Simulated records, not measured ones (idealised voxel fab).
process module | voxel wiring stack
Section shown: cut. Width: 230 nm. Cell size: 5 nm, square.
A cross-section is a grid of square cells, given in bands from the top down. A band is one or more rows of cells.
In this notation a band is specified by the heights of its top and bottom, in that order and in nm, after which its materials appear from left to right, each paired with its width in nm. The word "all across" attached to a single material means that material fills the band from edge to edge; the word "blank" stands for empty space.
Beneath 0, the wafer as received is one material, and that level is where height counting begins. The lowest band goes on downward without a bottom; it is written like "0 nm and below".
The notation "30..40" denotes a width that varies across the rows of cells in the band, beginning at the first number in the top row, finishing at the second number in the bottom row, and changing by an identical amount from each row to the next.
Where the words "stayed the same" appear for a step, the cross-section shows no cell changed by that step; every cell remained as before.
What "Sealed voids" gives you is every empty space of 8 cells or more that is cut off from the top. Each appears as width x height at distance, with the distance taken from the left edge and width, height and distance all in nm.
Whatever follows a step's settings on its line is a remark the simulator itself makes about that step.
Among the settings permitted on a step's line is "overlay nm"; applied to a step with a mask, it specifies the extent to which the mask lay to the right of its planned position, whereas a negative figure signifies a position to the left.

SO HERE'S THE LINEUP OF PROCESS STEPS WE PLANNED
| 1 | RECEIVE: material Si |
| 2 | CONFORMAL_DEP: material SiO2, thk nm 10 |
| 3 | DIRECTIONAL_DEP: material TiN, thk nm 5 |
| 4 | DIRECTIONAL_DEP: material W, thk nm 25 |
| 5 | DIRECTIONAL_DEP: material aC, thk nm 15 |
| 6 | PATTERN: tone cover, mask id METAL_1, material resist, width nm 20, pitch nm 45, thk nm 35, overlay nm 0 |
| 7 | DIRECTIONAL_ETCH: etch materials aC, depth nm 15 |
| 8 | STRIP: etch materials resist |
| 9 | DIRECTIONAL_ETCH: etch materials W, depth nm 25 |
| 10 | DIRECTIONAL_ETCH: etch materials TiN, depth nm 5 |
| 11 | STRIP: etch materials aC |
| 12 | CONFORMAL_DEP: material SiCN, thk nm 5 |
| 13 | FILL_DEP: material lowk, thk nm 5 |
| 14 | CMP: height nm 40 |
| 15 | CONFORMAL_DEP: material SiCN, thk nm 5 |
| 16 | DIRECTIONAL_DEP: material SiO2, thk nm 25 |
| 17 | MASKED_ETCH: tone open, mask id METAL_2, width nm 20, pitch nm 45, etch materials SiO2, depth nm 15, overlay nm 0 |
| 18 | PATTERN: tone open, mask id METAL_2_HOLES, material resist, width nm 15, pitch nm 90, thk nm 15, overlay nm 0 |
| 19 | DIRECTIONAL_ETCH: etch materials SiO2, depth nm 10 |
| 20 | DIRECTIONAL_ETCH: etch materials SiCN, depth nm 5 |
| 21 | STRIP: etch materials resist |
| 22 | CONFORMAL_DEP: material TiN, thk nm 5 |
| 23 | FILL_DEP: material Cu, thk nm 5 |
| 24 | CMP: height nm 70 |
| 25 | CONFORMAL_DEP: material SiCN, thk nm 5 |

DELIVERED WAFER IN CROSS-SECTION: STATE AFTER STEP 1
* 0 nm and below | Si all across
* Sealed voids: none

FIRST OF TWO WAFERS: CROSS-SECTION AT END OF MODULE, RUN PER PLAN
* 75 nm to 70 nm | SiCN all across
* 70 nm to 60 nm | SiO2=35, then TiN=5, then Cu=10, then TiN=5, then SiO2=25, then TiN=5, then Cu=10, then TiN=5, then SiO2=25, then TiN=5, then Cu=10, then TiN=5, then SiO2=25, then TiN=5, then Cu=10, then TiN=5, then SiO2=40
* 60 nm to 55 nm | SiO2=35, then TiN=5, then Cu=5, then TiN=10, then SiO2=25, then TiN=20, then SiO2=25, then TiN=5, then Cu=5, then TiN=10, then SiO2=25, then TiN=20, then SiO2=40
* 55 nm to 45 nm | SiO2=35, then TiN=5, then Cu=5, then TiN=5, then SiO2=75, then TiN=5, then Cu=5, then TiN=5, then SiO2=90
* 45 nm to 40 nm | SiCN=35, then TiN=15, then SiCN=75, then TiN=15, then SiCN=90
* 40 nm to 15 nm | lowk=30, then SiCN=5, then W=20, then SiCN=5, then lowk=15, then SiCN=5, then W=20, then SiCN=5, then lowk=15, then SiCN=5, then W=20, then SiCN=5, then lowk=15, then SiCN=5, then W=20, then SiCN=5, then lowk=35
* 15 nm to 10 nm | SiCN=35, then TiN=20, then SiCN=25, then TiN=20, then SiCN=25, then TiN=20, then SiCN=25, then TiN=20, then SiCN=40
* 10 nm to 0 nm | SiO2 all across
* 0 nm and below | Si all across
* Sealed voids: none

CROSS-SECTIONAL VIEW: SECOND OF TWO WAFERS, END OF MODULE; START AND PLAN IDENTICAL TO THE FIRST, ONE MISTAKE IN RUNNING
* 75 nm to 70 nm | SiCN all across
* 70 nm to 60 nm | SiO2=35, then TiN=5, then Cu=10, then TiN=5, then SiO2=25, then TiN=5, then Cu=10, then TiN=5, then SiO2=25, then TiN=5, then Cu=10, then TiN=5, then SiO2=25, then TiN=5, then Cu=10, then TiN=5, then SiO2=40
* 60 nm to 55 nm | SiO2=35, then TiN=5, then Cu=5, then TiN=10, then SiO2=25, then TiN=20, then SiO2=25, then TiN=5, then Cu=5, then TiN=10, then SiO2=25, then TiN=20, then SiO2=40
* 55 nm to 45 nm | SiO2=35, then TiN=5, then Cu=5, then TiN=5, then SiO2=75, then TiN=5, then Cu=5, then TiN=5, then SiO2=90
* 45 nm to 40 nm | SiCN=35, then TiN=15, then SiCN=75, then TiN=15, then SiCN=90
* 40 nm to 15 nm | SiO2 all across
* 15 nm to 10 nm | TiN all across
* 10 nm to 0 nm | SiO2 all across
* 0 nm and below | Si all across
* Sealed voids: none
Which mistake was made when the wafer was run? step 4 ran with different settings than intended, the actual operation and settings being DIRECTIONAL_DEP: material SiO2, thk nm 25
at the end the second wafer has, in cells: -70 SiCN | +230 SiO2 | +30 TiN | -80 W | -110 lowk
